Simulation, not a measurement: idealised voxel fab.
Herein follows the process module entitled voxel lift off.
This is section cut - it's 270 nm across, gridded in 5 nm square cells.
Heads up, the way a cross-section reads in here is a grid of square cells, handed over as bands from the top down, with every band being one or more rows of cells. In this notation a band is specified by the heights of its top and bottom, in that order and in nm, after which its materials appear from left to right, each paired with its width in nm. The word "edge to edge" attached to a single material means that material fills the band from edge to edge; the word "blank" stands for empty space. Convention: height 0 is the level below which the wafer, as received, is all one material. The lowest band does not terminate at the bottom but continues downward, represented as "0 down". A two-number width, for instance "30->40", indicates that the width is equal to the first number in the top row of the band and to the second number in the bottom row, and that it changes by a constant amount per row of cells. Where the words "identical to before" appear for a step, the cross-section shows no cell changed by that step; every cell remained as before. Closed-off voids of 8+ cells (no open route to the top) go in "Voids, sealed", written width x height at distance from the left edge, in nm. Where a step's line continues beyond its settings, the continuation is a remark by the simulator itself on that step. When a step includes a mask, the "overlay nm" setting on its line states how far to the right of its planned place that mask lay, and negative values state how far to the left.

# The process steps that were planned are listed below
step 1: RECEIVE, material Si
step 2: CONFORMAL_DEP, material SiO2, thk nm 5
step 3: PATTERN, tone open, mask id LINES, material resist, width nm 15, pitch nm 45, thk nm 30, overlay nm 0
step 4: DIRECTIONAL_DEP, material Ru, thk nm 15
step 5: STRIP, etch materials resist
step 6: CONFORMAL_DEP, material SiCN, thk nm 5

# So this is the incoming wafer in cross-section - it's already been through step 1
	0 down: Si edge to edge
	Voids, sealed: none

# Cross-section: first of two wafers, module finished, run according to plan
	25 to 20: 75 of blank, 25 of SiCN, 20 of blank, 25 of SiCN, 20 of blank, 25 of SiCN, 80 of blank
	20 to 10: 75 of blank, 5 of SiCN, 15 of Ru, 5 of SiCN, 20 of blank, 5 of SiCN, 15 of Ru, 5 of SiCN, 20 of blank, 5 of SiCN, 15 of Ru, 5 of SiCN, 80 of blank
	10 to 5: 80 of SiCN, 15 of Ru, 30 of SiCN, 15 of Ru, 30 of SiCN, 15 of Ru, 85 of SiCN
	5 to 0: SiO2 edge to edge
	0 down: Si edge to edge
	Voids, sealed: none

# Cross-sectional image of the second wafer of the two following completion of the module. Starting state and process plan were the same as for the first wafer; one execution error occurred
	25 to 20: 85 of SiCN, 5 of blank, 40 of SiCN, 5 of blank, 40 of SiCN, 5 of blank, 90 of SiCN
	20 to 10: 80 of Ru, 5 of SiCN, 5 of blank, 5 of SiCN, 30 of Ru, 5 of SiCN, 5 of blank, 5 of SiCN, 30 of Ru, 5 of SiCN, 5 of blank, 5 of SiCN, 85 of Ru
	10 to 5: 80 of Ru, 15 of SiCN, 30 of Ru, 15 of SiCN, 30 of Ru, 15 of SiCN, 85 of Ru
	5 to 0: SiO2 edge to edge
	0 down: Si edge to edge
	Voids, sealed: none
Deviation from plan: step 3 was not run as planned; what actually ran was PATTERN, tone cover, mask id LINES, material resist, width nm 15, pitch nm 45, thk nm 30, overlay nm 0
Bottom line after processing is that, in cells, the second wafer is up or down on some materials versus the first: +108 Ru
